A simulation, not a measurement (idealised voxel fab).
process module | voxel gate over fins
cross-section cut | 265 nm wide | cells 5 nm
A cross-section is a grid of square cells, given in bands from the top down. A band is one or more rows of cells.
Each band's line starts with the height of the band's top and of its bottom, in nm. Then come its materials from left to right, each with its width in nm. One material with "throughout" fills the band from edge to edge. "air" is empty space.
Height 0 is the level under which the wafer as received is all one material. The lowest band goes on downwards, as in "0 down".
A width such as "30 to 40" changes by the same amount from each row of cells to the next, from the band's top row to its bottom row.
"no change" after a step means that no cell of the cross-section changed.
closed voids: empty space of 8 cells or more with no open way to the top, each as width x height at its distance from the left edge, in nm
after a step's settings: what the simulator itself notes on the step
overlay nm, on a step with a mask: how far to the right of its planned place the mask lay; to the left if negative
plan
1 op RECEIVE | material Si
2 op CONFORMAL_DEP | material SiN | thk nm 5
3 op DIRECTIONAL_DEP | material aC | thk nm 15
4 op PATTERN | tone cover | mask id FINS | material resist | width nm 15 | pitch nm 40 | thk nm 35 | overlay nm 0
5 op DIRECTIONAL_ETCH | etch materials aC | depth nm 15
6 op STRIP | etch materials resist
7 op DIRECTIONAL_ETCH | etch materials SiN | depth nm 5
8 op DIRECTIONAL_ETCH | etch materials Si | depth nm 40
9 op STRIP | etch materials aC
10 op FILL_DEP | material SiO2 | thk nm 10
11 op CMP | height nm 5
12 op SELECTIVE_ETCH | etch materials SiO2 | depth nm 15
13 op STRIP | etch materials SiN
14 op CONFORMAL_DEP | material HfO2 | thk nm 5
15 op CONFORMAL_DEP | material TiN | thk nm 5
16 op FILL_DEP | material W | thk nm 15
17 op CMP | height nm 20
18 op CONFORMAL_DEP | material SiCN | thk nm 5
varied across the wafers: width nm of step 4. The plan shows the first wafer's value. All wafers start alike
first wafer as received, after step 1
  0 down: Si throughout
  closed voids: none
each wafer at the end: cells of each material gained (+) or lost (-) since it was received, then its closed voids
width nm 15 | +61 HfO2 | -376 Si | +53 SiCN | +282 SiO2 | +61 TiN | +184 W | closed voids: none
width nm 20 | +61 HfO2 | -360 Si | +53 SiCN | +270 SiO2 | +61 TiN | +180 W | closed voids: none
width nm 25 | +61 HfO2 | -344 Si | +53 SiCN | +258 SiO2 | +59 TiN | +178 W | closed voids: none
